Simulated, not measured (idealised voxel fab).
A process module follows: voxel transistor to metal.
This is section cut - it's 140 nm across, gridded in 5 nm square cells.
When this document writes out a cross-section, it uses a grid of square cells and lists it as bands, beginning at the top and moving down, with a band standing for one or more rows of cells.
Look at the band entry: it leads with the top's height and the bottom's height in nm. Then it lists the materials left to right, with a width in nm for each. The word "everywhere" on a single material says that material fills the band edge to edge. The word "empty" is empty space.
Height reference: 0 = level under which incoming wafer is all one material. Lowest band: no bottom, runs on downward, e.g. "0 and below".
Per-row width for "30..40": begins at first number (top row of band), ends at second number (bottom row), increment between rows held constant.
"remained unchanged" (step): cross-section cells unchanged, all of them.
What "Closed void register" gives you is every empty space of 8 cells or more that is cut off from the top. Each appears as width x height at distance, with the distance taken from the left edge and width, height and distance all in nm.
It should be noted that, on the line of a given step, the content following the step's settings is a remark produced by the simulator itself with respect to that step.
Each step line may optionally specify "overlay nm", which for a step with a mask gives the rightward distance between the mask's planned place and where it lay, a negative value indicating the leftward direction.

Planned step list for the process
| 1 | RECEIVE with material Si |
| 2 | OXIDIZE with depth nm 5 |
| 3 | CONFORMAL_DEP with material SiN, thk nm 10 |
| 4 | PATTERN with tone cover, mask id ACTIVE, material resist, width nm 105, thk nm 15, overlay nm 0 |
| 5 | DIRECTIONAL_ETCH with etch materials SiN, depth nm 10 |
| 6 | DIRECTIONAL_ETCH with etch materials SiO2, depth nm 5 |
| 7 | DIRECTIONAL_ETCH with etch materials Si, depth nm 25 |
| 8 | STRIP with etch materials resist |
| 9 | OXIDIZE with depth nm 5 |
| 10 | FILL_DEP with material SiO2, thk nm 5 |
| 11 | CMP with height nm 10 |
| 12 | SELECTIVE_ETCH with etch materials SiO2, depth nm 10 |
| 13 | STRIP with etch materials SiN |
| 14 | SELECTIVE_ETCH with etch materials SiO2, depth nm 5 |
| 15 | OXIDIZE with depth nm 5 |
| 16 | DIRECTIONAL_DEP with material polySi, thk nm 25 |
| 17 | DIRECTIONAL_DEP with material SiCN, thk nm 15 |
| 18 | PATTERN with tone cover, mask id GATE, material resist, width nm 15, thk nm 20, overlay nm 0 |
| 19 | DIRECTIONAL_ETCH with etch materials SiCN, depth nm 25 |
| 20 | DIRECTIONAL_ETCH with etch materials polySi, depth nm 35 |
| 21 | STRIP with etch materials resist |
| 22 | CONFORMAL_DEP with material SiO2, thk nm 5 |
| 23 | DIRECTIONAL_ETCH with etch materials SiO2, depth nm 5 |
| 24 | CONFORMAL_DEP with material SiN, thk nm 5 |
| 25 | DIRECTIONAL_ETCH with etch materials SiN, depth nm 5 |
| 26 | DIRECTIONAL_ETCH with etch materials SiO2, depth nm 5 |
| 27 | DIRECTIONAL_ETCH with etch materials Si, depth nm 10 |
| 28 | EPI with material SiGe, thk nm 10 |
| 29 | FILL_DEP with material SiO2, thk nm 10 |
| 30 | CMP with height nm 35 |
| 31 | DIRECTIONAL_DEP with material SiO2, thk nm 15 |
| 32 | MASKED_ETCH with tone open, mask id CONTACT, width nm 20, pitch nm 75, etch materials SiO2, depth nm 60, overlay nm 0 |
| 33 | CONFORMAL_DEP with material TiN, thk nm 5 |
| 34 | FILL_DEP with material W, thk nm 5 |
| 35 | CMP with height nm 50 |
| 36 | CONFORMAL_DEP with material SiN, thk nm 5 |
| 37 | DIRECTIONAL_DEP with material SiO2, thk nm 25 |
| 38 | MASKED_ETCH with tone open, mask id METAL_1, width nm 20, pitch nm 75, etch materials SiO2, depth nm 25, overlay nm 0 |
| 39 | MASKED_ETCH with tone open, mask id METAL_1, width nm 20, pitch nm 75, etch materials SiN, depth nm 5, overlay nm 0 |
| 40 | CONFORMAL_DEP with material TiN, thk nm 5 |
| 41 | FILL_DEP with material Cu, thk nm 10 |
| 42 | CMP with height nm 80 |
| 43 | CONFORMAL_DEP with material SiCN, thk nm 5 |
| 44 | DIRECTIONAL_DEP with material SiO2, thk nm 35 |
| 45 | MASKED_ETCH with tone open, mask id METAL_2_HOLES, width nm 15, pitch nm 75, etch materials SiO2, depth nm 35, overlay nm 0 |
| 46 | DIRECTIONAL_DEP with material aC, thk nm 15 |
| 47 | PATTERN with tone open, mask id METAL_2, material resist, width nm 20, pitch nm 75, thk nm 35, overlay nm 0 |
| 48 | DIRECTIONAL_ETCH with etch materials aC, depth nm 15 |
| 49 | STRIP with etch materials resist |
| 50 | DIRECTIONAL_ETCH with etch materials SiO2, depth nm 20 |
| 51 | DIRECTIONAL_ETCH with etch materials SiCN, depth nm 5 |
| 52 | STRIP with etch materials aC |
| 53 | CONFORMAL_DEP with material TiN, thk nm 5 |
| 54 | FILL_DEP with material Ru, thk nm 10 |
| 55 | CMP with height nm 120 |
| 56 | CONFORMAL_DEP with material SiN, thk nm 5 |

This is the cross-section of the wafer as we received it, i.e. after step 1
	0 and below  Si everywhere
	Closed void register: none

The first of two wafers, cross-sectioned at the end of the module, with the run proceeding as planned
	125 down to 120  SiN everywhere
	120 down to 105  SiO2 (20)  TiN (5)  Ru (10)  TiN (5)  SiO2 (55)  TiN (5)  Ru (10)  TiN (5)  SiO2 (25)
	105 down to 100  SiO2 (20)  TiN (5)  Ru (5)  TiN (10)  SiO2 (55)  TiN (5)  Ru (5)  TiN (10)  SiO2 (25)
	100 down to 85  SiO2 (20)  TiN (5)  Ru (5)  TiN (5)  SiO2 (60)  TiN (5)  Ru (5)  TiN (5)  SiO2 (30)
	85 down to 80  SiCN (20)  TiN (15)  SiCN (60)  TiN (15)  SiCN (30)
	80 down to 55  SiO2 (20)  TiN (5)  Cu (10)  TiN (5)  SiO2 (55)  TiN (5)  Cu (10)  TiN (5)  SiO2 (25)
	55 down to 50  SiN (20)  TiN (20)  SiN (55)  TiN (20)  SiN (25)
	50 down to 35  SiO2 (20)  TiN (5)  W (10)  TiN (5)  SiO2 (55)  TiN (5)  W (10)  TiN (5)  SiO2 (25)
	35 down to 20  SiO2 (20)  TiN (5)  W (10)  TiN (5)  SiO2 (10)  SiN (5)  SiO2 (5)  SiCN (15)  SiO2 (5)  SiN (5)  SiO2 (10)  TiN (5)  W (10)  TiN (5)  SiO2 (25)
	20 down to 0  SiO2 (20)  TiN (5)  W (10)  TiN (5)  SiO2 (10)  SiN (5)  SiO2 (5)  polySi (15)  SiO2 (5)  SiN (5)  SiO2 (10)  TiN (5)  W (10)  TiN (5)  SiO2 (25)
	0 down to -5  SiO2 (20)  TiN (5)  W (10)  TiN (5)  SiGe (10)  SiN (5)  SiO2 (5)  polySi (15)  SiO2 (5)  SiN (5)  SiGe (10)  TiN (5)  W (10)  TiN (5)  SiO2 (25)
	-5 down to -10  SiO2 (20)  TiN (20)  SiGe (10)  SiO2 (35)  SiGe (10)  TiN (20)  SiO2 (25)
	-10 down to -20  SiO2 (20)  SiGe (30)  Si (35)  SiGe (30)  SiO2 (25)
	-20 down to -35  SiO2 (20)  Si (95)  SiO2 (25)
	-35 and below  Si everywhere
	Closed void register: none

End of module, second wafer, cross-section. Started like the first, planned like the first, run with one mistake
	125 down to 120  SiN everywhere
	120 down to 85  Cu everywhere
	85 down to 80  SiCN everywhere
	80 down to 55  SiO2 (20)  TiN (5)  Cu (10)  TiN (5)  SiO2 (55)  TiN (5)  Cu (10)  TiN (5)  SiO2 (25)
	55 down to 50  SiN (20)  TiN (20)  SiN (55)  TiN (20)  SiN (25)
	50 down to 35  SiO2 (20)  TiN (5)  W (10)  TiN (5)  SiO2 (55)  TiN (5)  W (10)  TiN (5)  SiO2 (25)
	35 down to 20  SiO2 (20)  TiN (5)  W (10)  TiN (5)  SiO2 (10)  SiN (5)  SiO2 (5)  SiCN (15)  SiO2 (5)  SiN (5)  SiO2 (10)  TiN (5)  W (10)  TiN (5)  SiO2 (25)
	20 down to 0  SiO2 (20)  TiN (5)  W (10)  TiN (5)  SiO2 (10)  SiN (5)  SiO2 (5)  polySi (15)  SiO2 (5)  SiN (5)  SiO2 (10)  TiN (5)  W (10)  TiN (5)  SiO2 (25)
	0 down to -5  SiO2 (20)  TiN (5)  W (10)  TiN (5)  SiGe (10)  SiN (5)  SiO2 (5)  polySi (15)  SiO2 (5)  SiN (5)  SiGe (10)  TiN (5)  W (10)  TiN (5)  SiO2 (25)
	-5 down to -10  SiO2 (20)  TiN (20)  SiGe (10)  SiO2 (35)  SiGe (10)  TiN (20)  SiO2 (25)
	-10 down to -20  SiO2 (20)  SiGe (30)  Si (35)  SiGe (30)  SiO2 (25)
	-20 down to -35  SiO2 (20)  Si (95)  SiO2 (25)
	-35 and below  Si everywhere
	Closed void register: none
What went wrong in running the wafer? step 44 deviated from plan and actually ran as DIRECTIONAL_DEP with material Cu, thk nm 35
Materials where the second wafer ends with more or fewer cells than the first: 196 more of Cu, 20 fewer of Ru, 6 more of SiCN, 146 fewer of SiO2, 36 fewer of TiN
